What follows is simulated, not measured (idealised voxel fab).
Process module in this document: voxel trench capacitor
The figure presents cross-section cut, which has a width of 240 nm and is divided into square cells with an edge length of 5 nm.
Throughout this document, each cross-section is represented as a grid of square cells and is presented as a sequence of bands enumerated from the top downward, where a band comprises one or more rows of cells.
Each band's line starts with the height of the band's top and of its bottom, in nm. Then come its materials from left to right, each with its width in nm. One material with "throughout" fills the band from edge to edge. "air" is empty space.
Height reference: 0 = level under which incoming wafer is all one material. Lowest band: no bottom, runs on downward, e.g. "0 nm and below".
The expression "30->40" gives the width at the extremes of the band, the first number at its top row of cells and the second at its bottom row, with the width changing by equal amounts from each row to the next in between.
"remained the same", as given for a step, is the statement that not any cell of the cross-section underwent a change during that step.
Basically, "Sealed void listing" tells you about the enclosed voids: empty spaces with no open way to the top, 8 cells or bigger, each written width x height at distance, where distance is from the left edge, all in nm.
On a step's line, text after the settings is the simulator commenting on that step.
overlay nm: on a step with a mask, how far right of its planned place the mask lay; negative means left.

PLAN
1) RECEIVE (material Si)
2) CONFORMAL_DEP (material SiN; thk nm 10)
3) MASKED_ETCH (tone open; mask id TRENCH; width nm 25; pitch nm 40; etch materials SiN; depth nm 10; overlay nm 0)
4) MASKED_ETCH (tone open; mask id TRENCH; width nm 25; pitch nm 40; etch materials Si; depth nm 25; overlay nm 0)
5) CONFORMAL_DEP (material Al2O3; thk nm 5)
6) CONFORMAL_DEP (material TiN; thk nm 5)
7) FILL_DEP (material W; thk nm 10)
8) CMP (height nm 10)

FIRST WAFER, TWO IN TOTAL, RUN AS PLANNED

CROSS-SECTION OF THE WAFER UPON ARRIVAL, REPRESENTING THE STATE REACHED AFTER STEP 1
* 0 nm and below | Si throughout
* Sealed void listing: none

STATE OF THE WAFER AFTER STEP 2, SHOWN IN CROSS-SECTION
* 10 nm to 0 nm | SiN throughout
* Unchanged below 0.

STATE OF THE WAFER AFTER STEP 3, SHOWN IN CROSS-SECTION
* 10 nm to 0 nm | 45 of SiN / 25 of air / 15 of SiN / 25 of air / 15 of SiN / 25 of air / 15 of SiN / 25 of air / 50 of SiN
* Unchanged below 0.

STATE OF THE WAFER AFTER STEP 4, SHOWN IN CROSS-SECTION
* 10 nm to 0 nm | 45 of SiN / 25 of air / 15 of SiN / 25 of air / 15 of SiN / 25 of air / 15 of SiN / 25 of air / 50 of SiN
* 0 nm to -25 nm | 45 of Si / 25 of air / 15 of Si / 25 of air / 15 of Si / 25 of air / 15 of Si / 25 of air / 50 of Si
* Unchanged below -25.

STATE OF THE WAFER AFTER STEP 5, SHOWN IN CROSS-SECTION
* 15 nm to 10 nm | 50 of Al2O3 / 15 of air / 25 of Al2O3 / 15 of air / 25 of Al2O3 / 15 of air / 25 of Al2O3 / 15 of air / 55 of Al2O3
* 10 nm to 0 nm | 45 of SiN / 5 of Al2O3 / 15 of air / 5 of Al2O3 / 15 of SiN / 5 of Al2O3 / 15 of air / 5 of Al2O3 / 15 of SiN / 5 of Al2O3 / 15 of air / 5 of Al2O3 / 15 of SiN / 5 of Al2O3 / 15 of air / 5 of Al2O3 / 50 of SiN
* 0 nm to -20 nm | 45 of Si / 5 of Al2O3 / 15 of air / 5 of Al2O3 / 15 of Si / 5 of Al2O3 / 15 of air / 5 of Al2O3 / 15 of Si / 5 of Al2O3 / 15 of air / 5 of Al2O3 / 15 of Si / 5 of Al2O3 / 15 of air / 5 of Al2O3 / 50 of Si
* -20 nm to -25 nm | 45 of Si / 25 of Al2O3 / 15 of Si / 25 of Al2O3 / 15 of Si / 25 of Al2O3 / 15 of Si / 25 of Al2O3 / 50 of Si
* Unchanged below -25.

STATE OF THE WAFER AFTER STEP 6, SHOWN IN CROSS-SECTION
* 20 nm to 15 nm | 55 of TiN / 5 of air / 35 of TiN / 5 of air / 35 of TiN / 5 of air / 35 of TiN / 5 of air / 60 of TiN
* 15 nm to 10 nm | 50 of Al2O3 / 5 of TiN / 5 of air / 5 of TiN / 25 of Al2O3 / 5 of TiN / 5 of air / 5 of TiN / 25 of Al2O3 / 5 of TiN / 5 of air / 5 of TiN / 25 of Al2O3 / 5 of TiN / 5 of air / 5 of TiN / 55 of Al2O3
* 10 nm to 0 nm | 45 of SiN / 5 of Al2O3 / 5 of TiN / 5 of air / 5 of TiN / 5 of Al2O3 / 15 of SiN / 5 of Al2O3 / 5 of TiN / 5 of air / 5 of TiN / 5 of Al2O3 / 15 of SiN / 5 of Al2O3 / 5 of TiN / 5 of air / 5 of TiN / 5 of Al2O3 / 15 of SiN / 5 of Al2O3 / 5 of TiN / 5 of air / 5 of TiN / 5 of Al2O3 / 50 of SiN
* 0 nm to -15 nm | 45 of Si / 5 of Al2O3 / 5 of TiN / 5 of air / 5 of TiN / 5 of Al2O3 / 15 of Si / 5 of Al2O3 / 5 of TiN / 5 of air / 5 of TiN / 5 of Al2O3 / 15 of Si / 5 of Al2O3 / 5 of TiN / 5 of air / 5 of TiN / 5 of Al2O3 / 15 of Si / 5 of Al2O3 / 5 of TiN / 5 of air / 5 of TiN / 5 of Al2O3 / 50 of Si
* -15 nm to -20 nm | 45 of Si / 5 of Al2O3 / 15 of TiN / 5 of Al2O3 / 15 of Si / 5 of Al2O3 / 15 of TiN / 5 of Al2O3 / 15 of Si / 5 of Al2O3 / 15 of TiN / 5 of Al2O3 / 15 of Si / 5 of Al2O3 / 15 of TiN / 5 of Al2O3 / 50 of Si
* Unchanged below -20.

STATE OF THE WAFER AFTER STEP 7, SHOWN IN CROSS-SECTION
* 30 nm to 20 nm | W throughout
* 20 nm to 15 nm | 55 of TiN / 5 of W / 35 of TiN / 5 of W / 35 of TiN / 5 of W / 35 of TiN / 5 of W / 60 of TiN
* 15 nm to 10 nm | 50 of Al2O3 / 5 of TiN / 5 of W / 5 of TiN / 25 of Al2O3 / 5 of TiN / 5 of W / 5 of TiN / 25 of Al2O3 / 5 of TiN / 5 of W / 5 of TiN / 25 of Al2O3 / 5 of TiN / 5 of W / 5 of TiN / 55 of Al2O3
* 10 nm to 0 nm | 45 of SiN / 5 of Al2O3 / 5 of TiN / 5 of W / 5 of TiN / 5 of Al2O3 / 15 of SiN / 5 of Al2O3 / 5 of TiN / 5 of W / 5 of TiN / 5 of Al2O3 / 15 of SiN / 5 of Al2O3 / 5 of TiN / 5 of W / 5 of TiN / 5 of Al2O3 / 15 of SiN / 5 of Al2O3 / 5 of TiN / 5 of W / 5 of TiN / 5 of Al2O3 / 50 of SiN
* 0 nm to -15 nm | 45 of Si / 5 of Al2O3 / 5 of TiN / 5 of W / 5 of TiN / 5 of Al2O3 / 15 of Si / 5 of Al2O3 / 5 of TiN / 5 of W / 5 of TiN / 5 of Al2O3 / 15 of Si / 5 of Al2O3 / 5 of TiN / 5 of W / 5 of TiN / 5 of Al2O3 / 15 of Si / 5 of Al2O3 / 5 of TiN / 5 of W / 5 of TiN / 5 of Al2O3 / 50 of Si
* Unchanged below -15.

STATE OF THE WAFER AFTER STEP 8, SHOWN IN CROSS-SECTION
* 10 nm to 0 nm | 45 of SiN / 5 of Al2O3 / 5 of TiN / 5 of W / 5 of TiN / 5 of Al2O3 / 15 of SiN / 5 of Al2O3 / 5 of TiN / 5 of W / 5 of TiN / 5 of Al2O3 / 15 of SiN / 5 of Al2O3 / 5 of TiN / 5 of W / 5 of TiN / 5 of Al2O3 / 15 of SiN / 5 of Al2O3 / 5 of TiN / 5 of W / 5 of TiN / 5 of Al2O3 / 50 of SiN
* Unchanged below 0.

SECOND WAFER: SAME START AND SAME PLAN AS THE FIRST, ONE EXECUTION ERROR; IDENTICAL TO THE FIRST THROUGH STEP 7

THE SECOND WAFER IN CROSS-SECTION, AT THE PLANNED CLOSE OF STEP 8
* 15 nm to 10 nm | 50 of Al2O3 / 5 of TiN / 5 of W / 5 of TiN / 25 of Al2O3 / 5 of TiN / 5 of W / 5 of TiN / 25 of Al2O3 / 5 of TiN / 5 of W / 5 of TiN / 25 of Al2O3 / 5 of TiN / 5 of W / 5 of TiN / 55 of Al2O3
* Unchanged below 10.
Where did the run depart from the plan? step 8 changed vs plan, executed as CMP (height nm 15)
End of process, cell counts, second wafer against first, materials with more or fewer: Al2O3: 36 more; TiN: 8 more; W: 4 more
